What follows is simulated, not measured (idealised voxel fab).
process module | voxel ribs on slabs
cross-section cut | 175 nm wide | cells 5 nm
A cross-section is a grid of square cells, given in bands from the top down. A band is one or more rows of cells.
Each band's line starts with the height of the band's top and of its bottom, in nm. Then come its materials from left to right, each with its width in nm. One material with "throughout" fills the band from edge to edge. "air" is empty space.
Height 0 is the level under which the wafer as received is all one material. The lowest band goes on downwards, as in "0 down".
A width such as "30 to 40" changes by the same amount from each row of cells to the next, from the band's top row to its bottom row.
"no change" after a step means that no cell of the cross-section changed.
closed voids: empty space of 8 cells or more with no open way to the top, each as width x height at its distance from the left edge, in nm
after a step's settings: what the simulator itself notes on the step
overlay nm, on a step with a mask: how far to the right of its planned place the mask lay; to the left if negative
plan
1 op RECEIVE | material Si
2 op DIRECTIONAL_DEP | material SiO2 | thk nm 30
3 op DIRECTIONAL_DEP | material polySi | thk nm 25
4 op MASKED_ETCH | tone cover | mask id RIB | width nm 25 | etch materials polySi | depth nm 15 | overlay nm 0
5 op MASKED_ETCH | tone cover | mask id SLAB | width nm 65 | etch materials polySi | depth nm 10 | overlay nm 0
6 op FILL_DEP | material SiO2 | thk nm 25
7 op CMP | height nm 70
8 op DIRECTIONAL_DEP | material W | thk nm 5
9 op MASKED_ETCH | tone cover | mask id HEATER | width nm 25 | etch materials W | depth nm 5 | overlay nm 0
10 op CONFORMAL_DEP | material SiN | thk nm 5
varied across the wafers: width nm of step 9. The plan shows the first wafer's value. All wafers start alike
first wafer as received, after step 1
  0 down: Si throughout
  closed voids: none
first wafer at the end, after step 10
  80 to 75: air 70 | SiN 35 | air 70
  75 to 70: SiN 75 | W 25 | SiN 75
  70 to 55: SiO2 throughout
  55 to 40: SiO2 75 | polySi 25 | SiO2 75
  40 to 30: SiO2 55 | polySi 65 | SiO2 55
  30 to 0: SiO2 throughout
  0 down: Si throughout
  closed voids: none
last wafer at the end
  80 to 75: air 60 | SiN 60 | air 55
  75 to 70: SiN 65 | W 50 | SiN 60
  70 to 55: SiO2 throughout
  55 to 40: SiO2 75 | polySi 25 | SiO2 75
  40 to 30: SiO2 55 | polySi 65 | SiO2 55
  30 to 0: SiO2 throughout
  0 down: Si throughout
  closed voids: none
each wafer at the end: cells of each material gained (+) or lost (-) since it was received, then its closed voids
width nm 25 | +37 SiN | +449 SiO2 | +5 W | +41 polySi | closed voids: none
width nm 30 | +37 SiN | +449 SiO2 | +6 W | +41 polySi | closed voids: none
width nm 35 | +37 SiN | +449 SiO2 | +7 W | +41 polySi | closed voids: none
width nm 40 | +37 SiN | +449 SiO2 | +8 W | +41 polySi | closed voids: none
width nm 45 | +37 SiN | +449 SiO2 | +9 W | +41 polySi | closed voids: none
width nm 50 | +37 SiN | +449 SiO2 | +10 W | +41 polySi | closed voids: none
